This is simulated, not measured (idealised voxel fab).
process module | voxel gate over fins
cross-section cut | 250 nm wide | cells 5 nm
A cross-section is a grid of square cells, given in bands from the top down. A band is one or more rows of cells.
Each band's line starts with the height of the band's top and of its bottom, in nm. Then come its materials from left to right, each with its width in nm. One material with "throughout" fills the band from edge to edge. "air" is empty space.
Height 0 is the level under which the wafer as received is all one material. The lowest band goes on downwards, as in "0 down".
A width such as "30 to 40" changes by the same amount from each row of cells to the next, from the band's top row to its bottom row.
"no change" after a step means that no cell of the cross-section changed.
closed voids: empty space of 8 cells or more with no open way to the top, each as width x height at its distance from the left edge, in nm
after a step's settings: what the simulator itself notes on the step
overlay nm, on a step with a mask: how far to the right of its planned place the mask lay; to the left if negative
plan
1 op RECEIVE | material Si
2 op CONFORMAL_DEP | material SiN | thk nm 10
3 op PATTERN | tone cover | mask id FINS | material resist | width nm 15 | pitch nm 35 | thk nm 20 | overlay nm 0
4 op DIRECTIONAL_ETCH | etch materials SiN | depth nm 10
5 op DIRECTIONAL_ETCH | etch materials Si | depth nm 35
6 op STRIP | etch materials resist
7 op FILL_DEP | material SiO2 | thk nm 10
8 op CMP | height nm 10
9 op SELECTIVE_ETCH | etch materials SiO2 | depth nm 25
10 op STRIP | etch materials SiN
11 op CONFORMAL_DEP | material HfO2 | thk nm 5
12 op CONFORMAL_DEP | material TiN | thk nm 5
13 op CONFORMAL_DEP | material TiAl | thk nm 5
14 op CONFORMAL_DEP | material TiN | thk nm 5
15 op FILL_DEP | material W | thk nm 10
16 op CMP | height nm 25
17 op CONFORMAL_DEP | material SiN | thk nm 5
first wafer, as planned
as received, after step 1
  0 down: Si throughout
  closed voids: none
after step 2
  10 to 0: SiN throughout
  below 0: unchanged
after step 3
  30 to 10: air 100 | resist 15 | air 20 | resist 15 | air 100
  below 10: unchanged
after step 4
  30 to 10: air 100 | resist 15 | air 20 | resist 15 | air 100
  10 to 0: air 100 | SiN 15 | air 20 | SiN 15 | air 100
  below 0: unchanged
after step 5
  30 to 10: air 100 | resist 15 | air 20 | resist 15 | air 100
  10 to 0: air 100 | SiN 15 | air 20 | SiN 15 | air 100
  0 to -35: air 100 | Si 15 | air 20 | Si 15 | air 100
  below -35: unchanged
after step 6
  10 to 0: air 100 | SiN 15 | air 20 | SiN 15 | air 100
  below 0: unchanged
after step 7
  20 to 10: SiO2 throughout
  10 to 0: SiO2 100 | SiN 15 | SiO2 20 | SiN 15 | SiO2 100
  0 to -35: SiO2 100 | Si 15 | SiO2 20 | Si 15 | SiO2 100
  below -35: unchanged
after step 8
  10 to 0: SiO2 100 | SiN 15 | SiO2 20 | SiN 15 | SiO2 100
  below 0: unchanged
after step 9
  10 to 0: air 100 | SiN 15 | air 20 | SiN 15 | air 100
  0 to -15: air 100 | Si 15 | air 20 | Si 15 | air 100
  below -15: unchanged
after step 10
  0 to -15: air 100 | Si 15 | air 20 | Si 15 | air 100
  below -15: unchanged
after step 11
  5 to 0: air 95 | HfO2 25 | air 10 | HfO2 25 | air 95
  0 to -10: air 95 | HfO2 5 | Si 15 | HfO2 5 | air 10 | HfO2 5 | Si 15 | HfO2 5 | air 95
  -10 to -15: HfO2 100 | Si 15 | HfO2 20 | Si 15 | HfO2 100
  below -15: unchanged
after step 12
  10 to 5: air 90 | TiN 70 | air 90
  5 to 0: air 90 | TiN 5 | HfO2 25 | TiN 10 | HfO2 25 | TiN 5 | air 90
  0 to -5: air 90 | TiN 5 | HfO2 5 | Si 15 | HfO2 5 | TiN 10 | HfO2 5 | Si 15 | HfO2 5 | TiN 5 | air 90
  -5 to -10: TiN 95 | HfO2 5 | Si 15 | HfO2 5 | TiN 10 | HfO2 5 | Si 15 | HfO2 5 | TiN 95
  below -10: unchanged
after step 13
  15 to 10: air 85 | TiAl 80 | air 85
  10 to 5: air 85 | TiAl 5 | TiN 70 | TiAl 5 | air 85
  5 to 0: air 85 | TiAl 5 | TiN 5 | HfO2 25 | TiN 10 | HfO2 25 | TiN 5 | TiAl 5 | air 85
  0 to -5: TiAl 90 | TiN 5 | HfO2 5 | Si 15 | HfO2 5 | TiN 10 | HfO2 5 | Si 15 | HfO2 5 | TiN 5 | TiAl 90
  below -5: unchanged
after step 14
  20 to 15: air 80 | TiN 90 | air 80
  15 to 10: air 80 | TiN 5 | TiAl 80 | TiN 5 | air 80
  10 to 5: air 80 | TiN 5 | TiAl 5 | TiN 70 | TiAl 5 | TiN 5 | air 80
  5 to 0: TiN 85 | TiAl 5 | TiN 5 | HfO2 25 | TiN 10 | HfO2 25 | TiN 5 | TiAl 5 | TiN 85
  below 0: unchanged
after step 15
  30 to 20: W throughout
  20 to 15: W 80 | TiN 90 | W 80
  15 to 10: W 80 | TiN 5 | TiAl 80 | TiN 5 | W 80
  10 to 5: W 80 | TiN 5 | TiAl 5 | TiN 70 | TiAl 5 | TiN 5 | W 80
  below 5: unchanged
after step 16
  25 to 20: W throughout
  below 20: unchanged
after step 17
  30 to 25: SiN throughout
  below 25: unchanged
second wafer: like start, like plan, one mistake. Through step 10 it matches the first wafer
when step 11 should have ended
  5 to 0: air 95 | TiN 25 | air 10 | TiN 25 | air 95
  0 to -10: air 95 | TiN 5 | Si 15 | TiN 5 | air 10 | TiN 5 | Si 15 | TiN 5 | air 95
  -10 to -15: TiN 100 | Si 15 | TiN 20 | Si 15 | TiN 100
  below -15: unchanged
when step 12 should have ended
  10 to 0: air 90 | TiN 70 | air 90
  0 to -5: air 90 | TiN 10 | Si 15 | TiN 20 | Si 15 | TiN 10 | air 90
  -5 to -15: TiN 100 | Si 15 | TiN 20 | Si 15 | TiN 100
  below -15: unchanged
when step 13 should have ended
  15 to 10: air 85 | TiAl 80 | air 85
  10 to 0: air 85 | TiAl 5 | TiN 70 | TiAl 5 | air 85
  0 to -5: TiAl 90 | TiN 10 | Si 15 | TiN 20 | Si 15 | TiN 10 | TiAl 90
  below -5: unchanged
when step 14 should have ended
  20 to 15: air 80 | TiN 90 | air 80
  15 to 10: air 80 | TiN 5 | TiAl 80 | TiN 5 | air 80
  10 to 5: air 80 | TiN 5 | TiAl 5 | TiN 70 | TiAl 5 | TiN 5 | air 80
  5 to 0: TiN 85 | TiAl 5 | TiN 70 | TiAl 5 | TiN 85
  below 0: unchanged
when step 15 should have ended
  30 to 20: W throughout
  20 to 15: W 80 | TiN 90 | W 80
  15 to 10: W 80 | TiN 5 | TiAl 80 | TiN 5 | W 80
  10 to 5: W 80 | TiN 5 | TiAl 5 | TiN 70 | TiAl 5 | TiN 5 | W 80
  below 5: unchanged
when step 16 should have ended
  25 to 20: W throughout
  below 20: unchanged
when step 17 should have ended
  30 to 25: SiN throughout
  below 25: unchanged
what went wrong: step 11 ran as: op CONFORMAL_DEP | material TiN | thk nm 5
at the end the second wafer has, in cells: 62 fewer of HfO2 | 62 more of TiN
